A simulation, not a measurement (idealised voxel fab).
process module | voxel wiring stack
cross-section cut | 235 nm wide | cells 5 nm
A cross-section is a grid of square cells, given in bands from the top down. A band is one or more rows of cells.
Each band's line starts with the height of the band's top and of its bottom, in nm. Then come its materials from left to right, each with its width in nm. One material with "throughout" fills the band from edge to edge. "air" is empty space.
Height 0 is the level under which the wafer as received is all one material. The lowest band goes on downwards, as in "0 down".
A width such as "30 to 40" changes by the same amount from each row of cells to the next, from the band's top row to its bottom row.
"no change" after a step means that no cell of the cross-section changed.
closed voids: empty space of 8 cells or more with no open way to the top, each as width x height at its distance from the left edge, in nm
after a step's settings: what the simulator itself notes on the step
overlay nm, on a step with a mask: how far to the right of its planned place the mask lay; to the left if negative
plan
1 op RECEIVE | material Si
2 op CONFORMAL_DEP | material SiO2 | thk nm 15
3 op DIRECTIONAL_DEP | material TiN | thk nm 5
4 op DIRECTIONAL_DEP | material W | thk nm 25
5 op PATTERN | tone cover | mask id METAL_1 | material resist | width nm 20 | pitch nm 40 | thk nm 15 | overlay nm 0
6 op DIRECTIONAL_ETCH | etch materials W | depth nm 25
7 op DIRECTIONAL_ETCH | etch materials TiN | depth nm 5
8 op STRIP | etch materials resist
9 op FILL_DEP | material lowk | thk nm 5
10 op CMP | height nm 45
11 op CONFORMAL_DEP | material SiCN | thk nm 5
12 op DIRECTIONAL_DEP | material SiO2 | thk nm 15
13 op PATTERN | tone open | mask id PLUG_1 | material resist | width nm 15 | pitch nm 40 | thk nm 20 | overlay nm 0
14 op DIRECTIONAL_ETCH | etch materials SiO2 | depth nm 15
15 op DIRECTIONAL_ETCH | etch materials SiCN | depth nm 5
16 op STRIP | etch materials resist
17 op CONFORMAL_DEP | material TiN | thk nm 5
18 op FILL_DEP | material W | thk nm 10
19 op CMP | height nm 65
20 op CONFORMAL_DEP | material SiCN | thk nm 5
21 op DIRECTIONAL_DEP | material SiO2 | thk nm 20
22 op PATTERN | tone open | mask id METAL_2 | material resist | width nm 20 | pitch nm 40 | thk nm 15 | overlay nm 0
23 op DIRECTIONAL_ETCH | etch materials SiO2 | depth nm 20
24 op DIRECTIONAL_ETCH | etch materials SiCN | depth nm 5
25 op STRIP | etch materials resist
26 op CONFORMAL_DEP | material TiN | thk nm 5
27 op FILL_DEP | material Cu | thk nm 10
28 op CMP | height nm 90
29 op EPI | material Ru | thk nm 5
30 op FILL_DEP | material SiCN | thk nm 5
31 op DIRECTIONAL_DEP | material lowk | thk nm 30
32 op PATTERN | tone open | mask id METAL_3 | material resist | width nm 20 | pitch nm 40 | thk nm 20 | overlay nm 0
33 op DIRECTIONAL_ETCH | etch materials lowk | depth nm 20
34 op STRIP | etch materials resist
35 op DIRECTIONAL_DEP | material aC | thk nm 10
36 op PATTERN | tone open | mask id METAL_3_HOLES | material resist | width nm 15 | thk nm 25 | overlay nm 0
37 op DIRECTIONAL_ETCH | etch materials aC | depth nm 10
38 op STRIP | etch materials resist
39 op DIRECTIONAL_ETCH | etch materials lowk | depth nm 10
40 op DIRECTIONAL_ETCH | etch materials SiCN | depth nm 5
41 op STRIP | etch materials aC
42 op CONFORMAL_DEP | material TiN | thk nm 5
43 op FILL_DEP | material Ru | thk nm 5
44 op CMP | height nm 130
45 op CONFORMAL_DEP | material SiCN | thk nm 5
46 op DIRECTIONAL_DEP | material lowk | thk nm 10
47 op DIRECTIONAL_DEP | material aC | thk nm 10
48 op PATTERN | tone open | mask id PLUG_3 | material resist | width nm 15 | pitch nm 40 | thk nm 25 | overlay nm 0
49 op DIRECTIONAL_ETCH | etch materials aC | depth nm 10
50 op STRIP | etch materials resist
51 op DIRECTIONAL_ETCH | etch materials lowk | depth nm 10
52 op DIRECTIONAL_ETCH | etch materials SiCN | depth nm 5
53 op STRIP | etch materials aC
54 op CONFORMAL_DEP | material TiN | thk nm 5
55 op FILL_DEP | material Cu | thk nm 5
56 op CMP | height nm 145
57 op DIRECTIONAL_DEP | material TiN | thk nm 5
58 op DIRECTIONAL_DEP | material Ru | thk nm 15
59 op DIRECTIONAL_DEP | material aC | thk nm 10
60 op PATTERN | tone cover | mask id METAL_4 | material resist | width nm 20 | pitch nm 40 | thk nm 30 | overlay nm 0
61 op DIRECTIONAL_ETCH | etch materials aC | depth nm 10
62 op STRIP | etch materials resist
63 op DIRECTIONAL_ETCH | etch materials Ru | depth nm 15
64 op DIRECTIONAL_ETCH | etch materials TiN | depth nm 5
65 op STRIP | etch materials aC
66 op CONFORMAL_DEP | material SiN | thk nm 5
67 op FILL_DEP | material SiO2 | thk nm 10
68 op CMP | height nm 165
69 op CONFORMAL_DEP | material SiCN | thk nm 5
first wafer, as planned
as received, after step 1
  0 down: Si throughout
  closed voids: none
after step 2
  15 to 0: SiO2 throughout
  below 0: unchanged
after step 3
  20 to 15: TiN throughout
  below 15: unchanged
after step 4
  45 to 20: W throughout
  below 20: unchanged
after step 5
  60 to 45: air 85 | resist 20 | air 20 | resist 20 | air 90
  below 45: unchanged
after step 6
  60 to 45: air 85 | resist 20 | air 20 | resist 20 | air 90
  45 to 20: air 85 | W 20 | air 20 | W 20 | air 90
  below 20: unchanged
after step 7
  60 to 45: air 85 | resist 20 | air 20 | resist 20 | air 90
  45 to 20: air 85 | W 20 | air 20 | W 20 | air 90
  20 to 15: air 85 | TiN 20 | air 20 | TiN 20 | air 90
  below 15: unchanged
after step 8
  45 to 20: air 85 | W 20 | air 20 | W 20 | air 90
  below 20: unchanged
after step 9
  50 to 45: lowk throughout
  45 to 20: lowk 85 | W 20 | lowk 20 | W 20 | lowk 90
  20 to 15: lowk 85 | TiN 20 | lowk 20 | TiN 20 | lowk 90
  below 15: unchanged
after step 10
  45 to 20: lowk 85 | W 20 | lowk 20 | W 20 | lowk 90
  below 20: unchanged
after step 11
  50 to 45: SiCN throughout
  below 45: unchanged
after step 12
  65 to 50: SiO2 throughout
  below 50: unchanged
after step 13
  85 to 65: resist 85 | air 15 | resist 25 | air 15 | resist 95
  below 65: unchanged
after step 14
  85 to 65: resist 85 | air 15 | resist 25 | air 15 | resist 95
  65 to 50: SiO2 85 | air 15 | SiO2 25 | air 15 | SiO2 95
  below 50: unchanged
after step 15
  85 to 65: resist 85 | air 15 | resist 25 | air 15 | resist 95
  65 to 50: SiO2 85 | air 15 | SiO2 25 | air 15 | SiO2 95
  50 to 45: SiCN 85 | air 15 | SiCN 25 | air 15 | SiCN 95
  below 45: unchanged
after step 16
  65 to 50: SiO2 85 | air 15 | SiO2 25 | air 15 | SiO2 95
  below 50: unchanged
after step 17
  70 to 65: TiN 90 | air 5 | TiN 35 | air 5 | TiN 100
  65 to 50: SiO2 85 | TiN 5 | air 5 | TiN 5 | SiO2 25 | TiN 5 | air 5 | TiN 5 | SiO2 95
  50 to 45: SiCN 85 | TiN 15 | SiCN 25 | TiN 15 | SiCN 95
  below 45: unchanged
after step 18
  80 to 70: W throughout
  70 to 65: TiN 90 | W 5 | TiN 35 | W 5 | TiN 100
  65 to 50: SiO2 85 | TiN 5 | W 5 | TiN 5 | SiO2 25 | TiN 5 | W 5 | TiN 5 | SiO2 95
  below 50: unchanged
after step 19
  65 to 50: SiO2 85 | TiN 5 | W 5 | TiN 5 | SiO2 25 | TiN 5 | W 5 | TiN 5 | SiO2 95
  below 50: unchanged
after step 20
  70 to 65: SiCN throughout
  below 65: unchanged
after step 21
  90 to 70: SiO2 throughout
  below 70: unchanged
after step 22
  105 to 90: resist 85 | air 20 | resist 20 | air 20 | resist 90
  below 90: unchanged
after step 23
  105 to 90: resist 85 | air 20 | resist 20 | air 20 | resist 90
  90 to 70: SiO2 85 | air 20 | SiO2 20 | air 20 | SiO2 90
  below 70: unchanged
after step 24
  105 to 90: resist 85 | air 20 | resist 20 | air 20 | resist 90
  90 to 70: SiO2 85 | air 20 | SiO2 20 | air 20 | SiO2 90
  70 to 65: SiCN 85 | air 20 | SiCN 20 | air 20 | SiCN 90
  below 65: unchanged
after step 25
  90 to 70: SiO2 85 | air 20 | SiO2 20 | air 20 | SiO2 90
  below 70: unchanged
after step 26
  95 to 90: TiN 90 | air 10 | TiN 30 | air 10 | TiN 95
  90 to 70: SiO2 85 | TiN 5 | air 10 | TiN 5 | SiO2 20 | TiN 5 | air 10 | TiN 5 | SiO2 90
  70 to 65: SiCN 85 | TiN 20 | SiCN 20 | TiN 20 | SiCN 90
  below 65: unchanged
after step 27
  105 to 95: Cu throughout
  95 to 90: TiN 90 | Cu 10 | TiN 30 | Cu 10 | TiN 95
  90 to 70: SiO2 85 | TiN 5 | Cu 10 | TiN 5 | SiO2 20 | TiN 5 | Cu 10 | TiN 5 | SiO2 90
  below 70: unchanged
after step 28
  90 to 70: SiO2 85 | TiN 5 | Cu 10 | TiN 5 | SiO2 20 | TiN 5 | Cu 10 | TiN 5 | SiO2 90
  below 70: unchanged
after step 29
  95 to 90: air 80 | Ru 30 | air 10 | Ru 30 | air 85
  below 90: unchanged
after step 30
  100 to 95: SiCN throughout
  95 to 90: SiCN 80 | Ru 30 | SiCN 10 | Ru 30 | SiCN 85
  below 90: unchanged
after step 31
  130 to 100: lowk throughout
  below 100: unchanged
after step 32
  150 to 130: resist 85 | air 20 | resist 20 | air 20 | resist 90
  below 130: unchanged
after step 33
  150 to 130: resist 85 | air 20 | resist 20 | air 20 | resist 90
  130 to 110: lowk 85 | air 20 | lowk 20 | air 20 | lowk 90
  below 110: unchanged
after step 34
  130 to 110: lowk 85 | air 20 | lowk 20 | air 20 | lowk 90
  below 110: unchanged
after step 35
  140 to 130: aC 85 | air 20 | aC 20 | air 20 | aC 90
  130 to 120: lowk 85 | air 20 | lowk 20 | air 20 | lowk 90
  120 to 110: lowk 85 | aC 20 | lowk 20 | aC 20 | lowk 90
  below 110: unchanged
after step 36
  165 to 140: resist 85 | air 15 | resist 135
  140 to 130: aC 85 | air 15 | resist 5 | aC 20 | resist 20 | aC 90
  130 to 120: lowk 85 | air 15 | resist 5 | lowk 20 | resist 20 | lowk 90
  below 120: unchanged
after step 37
  155 to 140: resist 85 | air 15 | resist 135
  140 to 130: aC 85 | air 15 | resist 5 | aC 20 | resist 20 | aC 90
  130 to 120: lowk 85 | air 15 | resist 5 | lowk 20 | resist 20 | lowk 90
  120 to 110: lowk 85 | air 15 | aC 5 | lowk 20 | aC 20 | lowk 90
  below 110: unchanged
after step 38
  140 to 130: aC 85 | air 20 | aC 20 | air 20 | aC 90
  130 to 120: lowk 85 | air 20 | lowk 20 | air 20 | lowk 90
  below 120: unchanged
after step 39
  140 to 130: aC 85 | air 20 | aC 20 | air 20 | aC 90
  130 to 120: lowk 85 | air 20 | lowk 20 | air 20 | lowk 90
  120 to 110: lowk 85 | air 15 | aC 5 | lowk 20 | aC 20 | lowk 90
  110 to 100: lowk 85 | air 15 | lowk 135
  below 100: unchanged
after step 40
  140 to 130: aC 85 | air 20 | aC 20 | air 20 | aC 90
  130 to 120: lowk 85 | air 20 | lowk 20 | air 20 | lowk 90
  120 to 110: lowk 85 | air 15 | aC 5 | lowk 20 | aC 20 | lowk 90
  110 to 100: lowk 85 | air 15 | lowk 135
  100 to 95: SiCN 85 | air 15 | SiCN 135
  below 95: unchanged
after step 41
  130 to 110: lowk 85 | air 20 | lowk 20 | air 20 | lowk 90
  below 110: unchanged
after step 42
  135 to 130: TiN 90 | air 10 | TiN 30 | air 10 | TiN 95
  130 to 115: lowk 85 | TiN 5 | air 10 | TiN 5 | lowk 20 | TiN 5 | air 10 | TiN 5 | lowk 90
  115 to 110: lowk 85 | TiN 5 | air 5 | TiN 10 | lowk 20 | TiN 20 | lowk 90
  110 to 100: lowk 85 | TiN 5 | air 5 | TiN 5 | lowk 135
  100 to 95: SiCN 85 | TiN 15 | SiCN 135
  below 95: unchanged
after step 43
  140 to 135: Ru throughout
  135 to 130: TiN 90 | Ru 10 | TiN 30 | Ru 10 | TiN 95
  130 to 115: lowk 85 | TiN 5 | Ru 10 | TiN 5 | lowk 20 | TiN 5 | Ru 10 | TiN 5 | lowk 90
  115 to 110: lowk 85 | TiN 5 | Ru 5 | TiN 10 | lowk 20 | TiN 20 | lowk 90
  110 to 100: lowk 85 | TiN 5 | Ru 5 | TiN 5 | lowk 135
  below 100: unchanged
after step 44
  130 to 115: lowk 85 | TiN 5 | Ru 10 | TiN 5 | lowk 20 | TiN 5 | Ru 10 | TiN 5 | lowk 90
  below 115: unchanged
after step 45
  135 to 130: SiCN throughout
  below 130: unchanged
after step 46
  145 to 135: lowk throughout
  below 135: unchanged
after step 47
  155 to 145: aC throughout
  below 145: unchanged
after step 48
  180 to 155: resist 85 | air 15 | resist 25 | air 15 | resist 95
  below 155: unchanged
after step 49
  170 to 155: resist 85 | air 15 | resist 25 | air 15 | resist 95
  155 to 145: aC 85 | air 15 | aC 25 | air 15 | aC 95
  below 145: unchanged
after step 50
  155 to 145: aC 85 | air 15 | aC 25 | air 15 | aC 95
  below 145: unchanged
after step 51
  155 to 145: aC 85 | air 15 | aC 25 | air 15 | aC 95
  145 to 135: lowk 85 | air 15 | lowk 25 | air 15 | lowk 95
  below 135: unchanged
after step 52
  155 to 145: aC 85 | air 15 | aC 25 | air 15 | aC 95
  145 to 135: lowk 85 | air 15 | lowk 25 | air 15 | lowk 95
  135 to 130: SiCN 85 | air 15 | SiCN 25 | air 15 | SiCN 95
  below 130: unchanged
after step 53
  145 to 135: lowk 85 | air 15 | lowk 25 | air 15 | lowk 95
  below 135: unchanged
after step 54
  150 to 145: TiN 90 | air 5 | TiN 35 | air 5 | TiN 100
  145 to 135: lowk 85 | TiN 5 | air 5 | TiN 5 | lowk 25 | TiN 5 | air 5 | TiN 5 | lowk 95
  135 to 130: SiCN 85 | TiN 15 | SiCN 25 | TiN 15 | SiCN 95
  below 130: unchanged
after step 55
  155 to 150: Cu throughout
  150 to 145: TiN 90 | Cu 5 | TiN 35 | Cu 5 | TiN 100
  145 to 135: lowk 85 | TiN 5 | Cu 5 | TiN 5 | lowk 25 | TiN 5 | Cu 5 | TiN 5 | lowk 95
  below 135: unchanged
after step 56
  145 to 135: lowk 85 | TiN 5 | Cu 5 | TiN 5 | lowk 25 | TiN 5 | Cu 5 | TiN 5 | lowk 95
  below 135: unchanged
after step 57
  150 to 145: TiN throughout
  below 145: unchanged
after step 58
  165 to 150: Ru throughout
  below 150: unchanged
after step 59
  175 to 165: aC throughout
  below 165: unchanged
after step 60
  205 to 175: air 85 | resist 20 | air 20 | resist 20 | air 90
  below 175: unchanged
after step 61
  195 to 175: air 85 | resist 20 | air 20 | resist 20 | air 90
  175 to 165: air 85 | aC 20 | air 20 | aC 20 | air 90
  below 165: unchanged
after step 62
  175 to 165: air 85 | aC 20 | air 20 | aC 20 | air 90
  below 165: unchanged
after step 63
  175 to 165: air 85 | aC 20 | air 20 | aC 20 | air 90
  165 to 150: air 85 | Ru 20 | air 20 | Ru 20 | air 90
  below 150: unchanged
after step 64
  175 to 165: air 85 | aC 20 | air 20 | aC 20 | air 90
  165 to 150: air 85 | Ru 20 | air 20 | Ru 20 | air 90
  150 to 145: air 85 | TiN 20 | air 20 | TiN 20 | air 90
  below 145: unchanged
after step 65
  165 to 150: air 85 | Ru 20 | air 20 | Ru 20 | air 90
  below 150: unchanged
after step 66
  170 to 165: air 80 | SiN 30 | air 10 | SiN 30 | air 85
  165 to 150: air 80 | SiN 5 | Ru 20 | SiN 5 | air 10 | SiN 5 | Ru 20 | SiN 5 | air 85
  150 to 145: SiN 85 | TiN 20 | SiN 20 | TiN 20 | SiN 90
  below 145: unchanged
after step 67
  180 to 170: SiO2 throughout
  170 to 165: SiO2 80 | SiN 30 | SiO2 10 | SiN 30 | SiO2 85
  165 to 150: SiO2 80 | SiN 5 | Ru 20 | SiN 5 | SiO2 10 | SiN 5 | Ru 20 | SiN 5 | SiO2 85
  below 150: unchanged
after step 68
  165 to 150: SiO2 80 | SiN 5 | Ru 20 | SiN 5 | SiO2 10 | SiN 5 | Ru 20 | SiN 5 | SiO2 85
  below 150: unchanged
after step 69
  170 to 165: SiCN throughout
  below 165: unchanged
second wafer: like start, like plan, one mistake. Through step 18 it matches the first wafer
when step 19 should have ended
  75 to 70: W throughout
  below 70: unchanged
when step 20 should have ended
  80 to 75: SiCN throughout
  below 75: unchanged
when step 21 should have ended
  100 to 80: SiO2 throughout
  below 80: unchanged
when step 22 should have ended
  115 to 100: resist 85 | air 20 | resist 20 | air 20 | resist 90
  below 100: unchanged
when step 23 should have ended
  115 to 100: resist 85 | air 20 | resist 20 | air 20 | resist 90
  100 to 80: SiO2 85 | air 20 | SiO2 20 | air 20 | SiO2 90
  below 80: unchanged
when step 24 should have ended
  115 to 100: resist 85 | air 20 | resist 20 | air 20 | resist 90
  100 to 80: SiO2 85 | air 20 | SiO2 20 | air 20 | SiO2 90
  80 to 75: SiCN 85 | air 20 | SiCN 20 | air 20 | SiCN 90
  below 75: unchanged
when step 25 should have ended
  100 to 80: SiO2 85 | air 20 | SiO2 20 | air 20 | SiO2 90
  below 80: unchanged
when step 26 should have ended
  105 to 100: TiN 90 | air 10 | TiN 30 | air 10 | TiN 95
  100 to 80: SiO2 85 | TiN 5 | air 10 | TiN 5 | SiO2 20 | TiN 5 | air 10 | TiN 5 | SiO2 90
  80 to 75: SiCN 85 | TiN 20 | SiCN 20 | TiN 20 | SiCN 90
  below 75: unchanged
when step 27 should have ended
  115 to 105: Cu throughout
  105 to 100: TiN 90 | Cu 10 | TiN 30 | Cu 10 | TiN 95
  100 to 80: SiO2 85 | TiN 5 | Cu 10 | TiN 5 | SiO2 20 | TiN 5 | Cu 10 | TiN 5 | SiO2 90
  below 80: unchanged
when step 28 should have ended
  90 to 80: SiO2 85 | TiN 5 | Cu 10 | TiN 5 | SiO2 20 | TiN 5 | Cu 10 | TiN 5 | SiO2 90
  below 80: unchanged
when step 29 should have ended
  95 to 90: air 80 | Ru 30 | air 10 | Ru 30 | air 85
  below 90: unchanged
when step 30 should have ended
  100 to 95: SiCN throughout
  95 to 90: SiCN 80 | Ru 30 | SiCN 10 | Ru 30 | SiCN 85
  below 90: unchanged
when step 31 should have ended
  130 to 100: lowk throughout
  below 100: unchanged
when step 32 should have ended
  150 to 130: resist 85 | air 20 | resist 20 | air 20 | resist 90
  below 130: unchanged
when step 33 should have ended
  150 to 130: resist 85 | air 20 | resist 20 | air 20 | resist 90
  130 to 110: lowk 85 | air 20 | lowk 20 | air 20 | lowk 90
  below 110: unchanged
when step 34 should have ended
  130 to 110: lowk 85 | air 20 | lowk 20 | air 20 | lowk 90
  below 110: unchanged
when step 35 should have ended
  140 to 130: aC 85 | air 20 | aC 20 | air 20 | aC 90
  130 to 120: lowk 85 | air 20 | lowk 20 | air 20 | lowk 90
  120 to 110: lowk 85 | aC 20 | lowk 20 | aC 20 | lowk 90
  below 110: unchanged
when step 36 should have ended
  165 to 140: resist 85 | air 15 | resist 135
  140 to 130: aC 85 | air 15 | resist 5 | aC 20 | resist 20 | aC 90
  130 to 120: lowk 85 | air 15 | resist 5 | lowk 20 | resist 20 | lowk 90
  below 120: unchanged
when step 37 should have ended
  155 to 140: resist 85 | air 15 | resist 135
  140 to 130: aC 85 | air 15 | resist 5 | aC 20 | resist 20 | aC 90
  130 to 120: lowk 85 | air 15 | resist 5 | lowk 20 | resist 20 | lowk 90
  120 to 110: lowk 85 | air 15 | aC 5 | lowk 20 | aC 20 | lowk 90
  below 110: unchanged
when step 38 should have ended
  140 to 130: aC 85 | air 20 | aC 20 | air 20 | aC 90
  130 to 120: lowk 85 | air 20 | lowk 20 | air 20 | lowk 90
  below 120: unchanged
when step 39 should have ended
  140 to 130: aC 85 | air 20 | aC 20 | air 20 | aC 90
  130 to 120: lowk 85 | air 20 | lowk 20 | air 20 | lowk 90
  120 to 110: lowk 85 | air 15 | aC 5 | lowk 20 | aC 20 | lowk 90
  110 to 100: lowk 85 | air 15 | lowk 135
  below 100: unchanged
when step 40 should have ended
  140 to 130: aC 85 | air 20 | aC 20 | air 20 | aC 90
  130 to 120: lowk 85 | air 20 | lowk 20 | air 20 | lowk 90
  120 to 110: lowk 85 | air 15 | aC 5 | lowk 20 | aC 20 | lowk 90
  110 to 100: lowk 85 | air 15 | lowk 135
  100 to 95: SiCN 85 | air 15 | SiCN 135
  below 95: unchanged
when step 41 should have ended
  130 to 110: lowk 85 | air 20 | lowk 20 | air 20 | lowk 90
  below 110: unchanged
when step 42 should have ended
  135 to 130: TiN 90 | air 10 | TiN 30 | air 10 | TiN 95
  130 to 115: lowk 85 | TiN 5 | air 10 | TiN 5 | lowk 20 | TiN 5 | air 10 | TiN 5 | lowk 90
  115 to 110: lowk 85 | TiN 5 | air 5 | TiN 10 | lowk 20 | TiN 20 | lowk 90
  110 to 100: lowk 85 | TiN 5 | air 5 | TiN 5 | lowk 135
  100 to 95: SiCN 85 | TiN 15 | SiCN 135
  below 95: unchanged
when step 43 should have ended
  140 to 135: Ru throughout
  135 to 130: TiN 90 | Ru 10 | TiN 30 | Ru 10 | TiN 95
  130 to 115: lowk 85 | TiN 5 | Ru 10 | TiN 5 | lowk 20 | TiN 5 | Ru 10 | TiN 5 | lowk 90
  115 to 110: lowk 85 | TiN 5 | Ru 5 | TiN 10 | lowk 20 | TiN 20 | lowk 90
  110 to 100: lowk 85 | TiN 5 | Ru 5 | TiN 5 | lowk 135
  below 100: unchanged
when step 44 should have ended
  130 to 115: lowk 85 | TiN 5 | Ru 10 | TiN 5 | lowk 20 | TiN 5 | Ru 10 | TiN 5 | lowk 90
  below 115: unchanged
when step 45 should have ended
  135 to 130: SiCN throughout
  below 130: unchanged
when step 46 should have ended
  145 to 135: lowk throughout
  below 135: unchanged
when step 47 should have ended
  155 to 145: aC throughout
  below 145: unchanged
when step 48 should have ended
  180 to 155: resist 85 | air 15 | resist 25 | air 15 | resist 95
  below 155: unchanged
when step 49 should have ended
  170 to 155: resist 85 | air 15 | resist 25 | air 15 | resist 95
  155 to 145: aC 85 | air 15 | aC 25 | air 15 | aC 95
  below 145: unchanged
when step 50 should have ended
  155 to 145: aC 85 | air 15 | aC 25 | air 15 | aC 95
  below 145: unchanged
when step 51 should have ended
  155 to 145: aC 85 | air 15 | aC 25 | air 15 | aC 95
  145 to 135: lowk 85 | air 15 | lowk 25 | air 15 | lowk 95
  below 135: unchanged
when step 52 should have ended
  155 to 145: aC 85 | air 15 | aC 25 | air 15 | aC 95
  145 to 135: lowk 85 | air 15 | lowk 25 | air 15 | lowk 95
  135 to 130: SiCN 85 | air 15 | SiCN 25 | air 15 | SiCN 95
  below 130: unchanged
when step 53 should have ended
  145 to 135: lowk 85 | air 15 | lowk 25 | air 15 | lowk 95
  below 135: unchanged
when step 54 should have ended
  150 to 145: TiN 90 | air 5 | TiN 35 | air 5 | TiN 100
  145 to 135: lowk 85 | TiN 5 | air 5 | TiN 5 | lowk 25 | TiN 5 | air 5 | TiN 5 | lowk 95
  135 to 130: SiCN 85 | TiN 15 | SiCN 25 | TiN 15 | SiCN 95
  below 130: unchanged
when step 55 should have ended
  155 to 150: Cu throughout
  150 to 145: TiN 90 | Cu 5 | TiN 35 | Cu 5 | TiN 100
  145 to 135: lowk 85 | TiN 5 | Cu 5 | TiN 5 | lowk 25 | TiN 5 | Cu 5 | TiN 5 | lowk 95
  below 135: unchanged
when step 56 should have ended
  145 to 135: lowk 85 | TiN 5 | Cu 5 | TiN 5 | lowk 25 | TiN 5 | Cu 5 | TiN 5 | lowk 95
  below 135: unchanged
when step 57 should have ended
  150 to 145: TiN throughout
  below 145: unchanged
when step 58 should have ended
  165 to 150: Ru throughout
  below 150: unchanged
when step 59 should have ended
  175 to 165: aC throughout
  below 165: unchanged
when step 60 should have ended
  205 to 175: air 85 | resist 20 | air 20 | resist 20 | air 90
  below 175: unchanged
when step 61 should have ended
  195 to 175: air 85 | resist 20 | air 20 | resist 20 | air 90
  175 to 165: air 85 | aC 20 | air 20 | aC 20 | air 90
  below 165: unchanged
when step 62 should have ended
  175 to 165: air 85 | aC 20 | air 20 | aC 20 | air 90
  below 165: unchanged
when step 63 should have ended
  175 to 165: air 85 | aC 20 | air 20 | aC 20 | air 90
  165 to 150: air 85 | Ru 20 | air 20 | Ru 20 | air 90
  below 150: unchanged
when step 64 should have ended
  175 to 165: air 85 | aC 20 | air 20 | aC 20 | air 90
  165 to 150: air 85 | Ru 20 | air 20 | Ru 20 | air 90
  150 to 145: air 85 | TiN 20 | air 20 | TiN 20 | air 90
  below 145: unchanged
when step 65 should have ended
  165 to 150: air 85 | Ru 20 | air 20 | Ru 20 | air 90
  below 150: unchanged
when step 66 should have ended
  170 to 165: air 80 | SiN 30 | air 10 | SiN 30 | air 85
  165 to 150: air 80 | SiN 5 | Ru 20 | SiN 5 | air 10 | SiN 5 | Ru 20 | SiN 5 | air 85
  150 to 145: SiN 85 | TiN 20 | SiN 20 | TiN 20 | SiN 90
  below 145: unchanged
when step 67 should have ended
  180 to 170: SiO2 throughout
  170 to 165: SiO2 80 | SiN 30 | SiO2 10 | SiN 30 | SiO2 85
  165 to 150: SiO2 80 | SiN 5 | Ru 20 | SiN 5 | SiO2 10 | SiN 5 | Ru 20 | SiN 5 | SiO2 85
  below 150: unchanged
when step 68 should have ended
  165 to 150: SiO2 80 | SiN 5 | Ru 20 | SiN 5 | SiO2 10 | SiN 5 | Ru 20 | SiN 5 | SiO2 85
  below 150: unchanged
when step 69 should have ended
  170 to 165: SiCN throughout
  below 165: unchanged
what went wrong: step 19 ran as: op CMP | height nm 75
at the end the second wafer has, in cells: 8 fewer of Cu | 78 fewer of SiO2 | 37 more of TiN | 49 more of W
